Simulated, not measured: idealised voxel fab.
You're looking at the process module voxel fin reveal.
Shown is cross-section cut, with a width of 180 nm and square cells of size 5 nm.
Each cross-section below is a grid of square cells, stated as bands in top-down order, with one or more rows of cells making up each band.
Within each band entry, the heights of the top and of the bottom of the band appear first, in that order and in nm; the materials of the band then follow from left to right, each with its corresponding width in nm. The designation "all across" on a single material indicates that it fills the band from edge to edge; the designation "air" indicates empty space.
Where do heights start? At 0: under that level the wafer as delivered is made of one material only. And the lowest band has no floor; it just carries on downward, as in "0..down".
When a width is written as two numbers, as in "30->40", the first number is the width in the top row of cells of the band and the second is the width in its bottom row, and the width changes by the same amount from each row to the next.
You'll sometimes find "no alteration" written for a step, and that's the way of saying that nowhere in the cross-section did a cell change during that step.
Entry "Cavities, sealed". Content: empty spaces with no open connection to the top, size 8 cells or greater. Each: width x height at distance. Distance: from left edge. Unit: nm.
Whatever follows a step's settings on its line is a remark the simulator itself makes about that step.
overlay nm: mask right of planned place by this much (step with mask). Neg. = left.
### Listed below are the process steps as planned
| 1 | RECEIVE (material Si) |
| 2 | CONFORMAL_DEP (material SiN; thk nm 10) |
| 3 | MASKED_ETCH (tone cover; mask id FINS; width nm 15; pitch nm 35; etch materials SiN; depth nm 10; overlay nm 0) |
| 4 | MASKED_ETCH (tone cover; mask id FINS; width nm 15; pitch nm 35; etch materials Si; depth nm 40; overlay nm 0) |
| 5 | OXIDIZE (depth nm 5) |
| 6 | FILL_DEP (material SiO2; thk nm 15) |
| 7 | CMP (height nm 10) |
| 8 | SELECTIVE_ETCH (etch materials SiO2; depth nm 35) |
| 9 | STRIP (etch materials SiN) |
### The first wafer of two, processed as planned
### Cross-sectional view of the wafer in its as-received condition, corresponding to the state after step 1
* 0..down | Si all across
* Cavities, sealed: none
### Upon completion of step 2, the wafer appears in cross-section as shown
* 10..0 | SiN all across
* Everything under 0 stays put, no change at all.
### Upon completion of step 3, the wafer appears in cross-section as shown
* 10..0 | 65 nm air; 15 nm SiN; 20 nm air; 15 nm SiN; 65 nm air
* Everything under 0 stays put, no change at all.
### Upon completion of step 4, the wafer appears in cross-section as shown
* 10..0 | 65 nm air; 15 nm SiN; 20 nm air; 15 nm SiN; 65 nm air
* 0..-40 | 65 nm air; 15 nm Si; 20 nm air; 15 nm Si; 65 nm air
* Everything under -40 stays put, no change at all.
### Upon completion of step 5, the wafer appears in cross-section as shown
* 10..0 | 65 nm air; 15 nm SiN; 20 nm air; 15 nm SiN; 65 nm air
* 0..-40 | 65 nm air; 5 nm SiO2; 5 nm Si; 5 nm SiO2; 20 nm air; 5 nm SiO2; 5 nm Si; 5 nm SiO2; 65 nm air
* -40..-45 | 70 nm SiO2; 5 nm Si; 30 nm SiO2; 5 nm Si; 70 nm SiO2
* Everything under -45 stays put, no change at all.
### Upon completion of step 6, the wafer appears in cross-section as shown
* 25..10 | SiO2 all across
* 10..0 | 65 nm SiO2; 15 nm SiN; 20 nm SiO2; 15 nm SiN; 65 nm SiO2
* 0..-45 | 70 nm SiO2; 5 nm Si; 30 nm SiO2; 5 nm Si; 70 nm SiO2
* Everything under -45 stays put, no change at all.
### Upon completion of step 7, the wafer appears in cross-section as shown
* 10..0 | 65 nm SiO2; 15 nm SiN; 20 nm SiO2; 15 nm SiN; 65 nm SiO2
* Everything under 0 stays put, no change at all.
### Upon completion of step 8, the wafer appears in cross-section as shown
* 10..0 | 65 nm air; 15 nm SiN; 20 nm air; 15 nm SiN; 65 nm air
* 0..-25 | 70 nm air; 5 nm Si; 30 nm air; 5 nm Si; 70 nm air
* Everything under -25 stays put, no change at all.
### Upon completion of step 9, the wafer appears in cross-section as shown
* 0..-25 | 70 nm air; 5 nm Si; 30 nm air; 5 nm Si; 70 nm air
* Everything under -25 stays put, no change at all.
### Now the other wafer: same start, same recipe, but we messed up one thing when running it. Up to and including step 8 it's the same as the first one
### X-section, second wafer, when step 9 was due to finish
* 10..0 | 65 nm air; 15 nm SiN; 20 nm air; 15 nm SiN; 65 nm air
* 0..-45 | 70 nm air; 5 nm Si; 30 nm air; 5 nm Si; 70 nm air
* Everything under -45 stays put, no change at all.
Plan not followed: step 9 deviated from plan and actually ran as STRIP (etch materials SiO2)
FYI, end of process, the second wafer has more or fewer cells of some materials than the first: 12 more of SiN | 136 fewer of SiO2
